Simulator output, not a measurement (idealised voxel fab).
The following process module bears the name voxel lift off.
Xsec cut, 285 nm wide, square cell size 5 nm.
Cross-section, as written here: a square-cell grid given band by band from the top down, where a band holds one or more rows of cells.
First you get the band's top height and its bottom height, in nm, and then the materials it's made of, left to right, with each width in nm. If you see a single material with "all across", that one covers the band edge to edge. "empty" is empty space.
The level at which height equals 0 is the one under which the wafer, as it arrives, is entirely one material. No lower edge exists for the bottom band, which continues downward and is notated as in "0 and below".
A width such as "30 to 40" changes by the same amount from each row of cells to the next, from the band's top row to its bottom row.
Key: "nothing got changed" - step with no changed cell in the cross-section.
Heads up: "Enclosed cavity list" only lists the empty pockets with no open path to the top that are 8 cells or more, and it writes them as width x height at distance, distance from the left edge, in nm.
Post-settings text on a step line: simulator's own remark regarding the step.
overlay nm: on a step with a mask, how far right of its planned place the mask lay; negative means left.
### Steps planned for the process
| 1 | RECEIVE: material Si |
| 2 | CONFORMAL_DEP: material SiO2, thk nm 15 |
| 3 | PATTERN: tone open, mask id LINES, material resist, width nm 20, pitch nm 35, thk nm 30, overlay nm 0 |
| 4 | DIRECTIONAL_DEP: material Ru, thk nm 15 |
| 5 | STRIP: etch materials resist |
| 6 | CONFORMAL_DEP: material SiN, thk nm 10 |
### Cross-section: wafer on arrival = after step 1
  0 and below | Si all across
  Enclosed cavity list: none
### Cross-sectional result after module completion. Note: starting condition and plan are unchanged from above; one processing mistake was made
  25 down to 15 | SiN all across
  15 down to 0 | SiO2 all across
  0 and below | Si all across
  Enclosed cavity list: none
In executing the process, a mistake was made relative to the plan: it should be noted that step 4 of the plan was omitted and was not performed
